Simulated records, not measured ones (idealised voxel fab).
process module | voxel self aligned vias
cross-section cut | 235 nm wide | cells 5 nm
A cross-section is a grid of square cells, given in bands from the top down. A band is one or more rows of cells.
Each band's line starts with the height of the band's top and of its bottom, in nm. Then come its materials from left to right, each with its width in nm. One material with "throughout" fills the band from edge to edge. "air" is empty space.
Height 0 is the level under which the wafer as received is all one material. The lowest band goes on downwards, as in "0 down".
A width such as "30 to 40" changes by the same amount from each row of cells to the next, from the band's top row to its bottom row.
"no change" after a step means that no cell of the cross-section changed.
closed voids: empty space of 8 cells or more with no open way to the top, each as width x height at its distance from the left edge, in nm
after a step's settings: what the simulator itself notes on the step
overlay nm, on a step with a mask: how far to the right of its planned place the mask lay; to the left if negative
plan
1 op RECEIVE | material Si
2 op CONFORMAL_DEP | material SiO2 | thk nm 10
3 op CONFORMAL_DEP | material SiCN | thk nm 5
4 op DIRECTIONAL_DEP | material lowk | thk nm 30
5 op DIRECTIONAL_DEP | material aC | thk nm 10
6 op PATTERN | tone open | mask id LINES | material resist | width nm 20 | pitch nm 55 | thk nm 30 | overlay nm 0
7 op DIRECTIONAL_ETCH | etch materials aC | depth nm 10
8 op STRIP | etch materials resist
9 op DIRECTIONAL_ETCH | etch materials lowk | depth nm 30
10 op STRIP | etch materials aC
11 op CONFORMAL_DEP | material TiN | thk nm 5
12 op FILL_DEP | material Ru | thk nm 10
13 op CMP | height nm 45
14 op SELECTIVE_ETCH | etch materials W Ru TiN | depth nm 10
15 op FILL_DEP | material SiN | thk nm 10
16 op CMP | height nm 45
17 op DIRECTIONAL_DEP | material lowk | thk nm 15
18 op PATTERN | tone open | mask id VIAS | material resist | width nm 30 | pitch nm 110 | thk nm 15 | overlay nm 0
19 op DIRECTIONAL_ETCH | etch materials lowk | depth nm 15
20 op DIRECTIONAL_ETCH | etch materials SiN | depth nm 10
21 op STRIP | etch materials resist
22 op CONFORMAL_DEP | material TiN | thk nm 5
23 op FILL_DEP | material Cu | thk nm 5
24 op CMP | height nm 60
25 op CONFORMAL_DEP | material SiN | thk nm 5
as received, after step 1
  0 down: Si throughout
  closed voids: none
a wafer at the end: this start, this plan, one mistake
  65 to 60: SiN throughout
  60 to 50: lowk 45 | TiN 5 | Cu 20 | TiN 5 | lowk 80 | TiN 5 | Cu 20 | TiN 5 | lowk 50
  50 to 45: lowk 45 | TiN 30 | lowk 80 | TiN 30 | lowk 50
  45 to 35: SiN 45 | TiN 5 | lowk 20 | TiN 5 | SiN 30 | lowk 20 | SiN 30 | TiN 5 | lowk 20 | TiN 5 | SiN 50
  35 to 20: Ru 45 | TiN 5 | lowk 20 | TiN 5 | Ru 25 | TiN 5 | lowk 20 | TiN 5 | Ru 25 | TiN 5 | lowk 20 | TiN 5 | Ru 50
  20 to 15: TiN 50 | lowk 20 | TiN 35 | lowk 20 | TiN 35 | lowk 20 | TiN 55
  15 to 10: SiCN throughout
  10 to 0: SiO2 throughout
  0 down: Si throughout
  closed voids: none
what went wrong: step 6 ran as: op PATTERN | tone cover | mask id LINES | material resist | width nm 20 | pitch nm 55 | thk nm 30 | overlay nm 0
